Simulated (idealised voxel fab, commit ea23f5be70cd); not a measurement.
Process module under the name voxel self aligned vias
Square cell edge 5 nm, section width 155 nm, ID cut.
A cross-section is written here as square cells arranged in a grid, and it is given in bands from the top down, each band taking up one or more rows of cells. Per band: top height and bottom height in nm, followed by the left-to-right materials and their widths in nm; "throughout" marks a single material spanning edge to edge, "empty" marks empty space. Heights from 0 (as-received wafer is one material below). Bottom band endless downward, as "0 nm and below". A two-number width, for instance "30..40", indicates that the width is equal to the first number in the top row of the band and to the second number in the bottom row, and that it changes by a constant amount per row of cells. A step reported as "everything unchanged" is a step in which no cell of the cross-section changed. Empty spaces counting at least 8 cells and having no open way to the top are listed in "Entrapped void list". The notation width x height at distance is used for each, the distance being from the left edge and all three values in nm. If you see something after the settings on a step's line, that's the simulator's own remark about that step. For masked steps, "overlay nm" on the step line gives how far right of plan the mask actually lay; a minus sign means it lay to the left.

-- Planned process steps
1) RECEIVE, material Si
2) CONFORMAL_DEP, material SiO2, thk nm 10
3) CONFORMAL_DEP, material SiCN, thk nm 5
4) DIRECTIONAL_DEP, material lowk, thk nm 25
5) DIRECTIONAL_DEP, material aC, thk nm 15
6) PATTERN, tone open, mask id LINES, material resist, width nm 20, pitch nm 70, thk nm 35, overlay nm 0
7) DIRECTIONAL_ETCH, etch materials aC, depth nm 15
8) STRIP, etch materials resist
9) DIRECTIONAL_ETCH, etch materials lowk, depth nm 25
10) STRIP, etch materials aC
11) CONFORMAL_DEP, material TiN, thk nm 5
12) FILL_DEP, material Ru, thk nm 5
13) CMP, height nm 40
14) SELECTIVE_ETCH, etch materials W Ru TiN, depth nm 5
15) FILL_DEP, material SiN, thk nm 10
16) CMP, height nm 40
17) DIRECTIONAL_DEP, material lowk, thk nm 15
18) MASKED_ETCH, tone open, mask id VIAS, width nm 40, etch materials lowk, depth nm 15, overlay nm 0
19) MASKED_ETCH, tone open, mask id VIAS, width nm 40, etch materials SiN, depth nm 5, overlay nm 0
20) CONFORMAL_DEP, material TiN, thk nm 5
21) FILL_DEP, material Cu, thk nm 10
22) CMP, height nm 55
23) CONFORMAL_DEP, material SiN, thk nm 5

-- Wafer at receipt (post step 1), cross-section
    0 nm and below | Si throughout
    Entrapped void list: none

-- a wafer at the end: this start, this plan, one mistake
    60 nm to 55 nm | SiN throughout
    55 nm to 45 nm | lowk: 20, then TiN: 5, then Cu: 30, then TiN: 5, then lowk: 95
    45 nm to 40 nm | lowk: 20, then TiN: 40, then lowk: 95
    40 nm to 35 nm | SiCN throughout
    35 nm to 10 nm | lowk throughout
    10 nm to 0 nm | SiO2 throughout
    0 nm and below | Si throughout
    Entrapped void list: none
What went wrong in running the wafer? so 3 and 4 got swapped relative to the plan, each ran where the other was supposed to
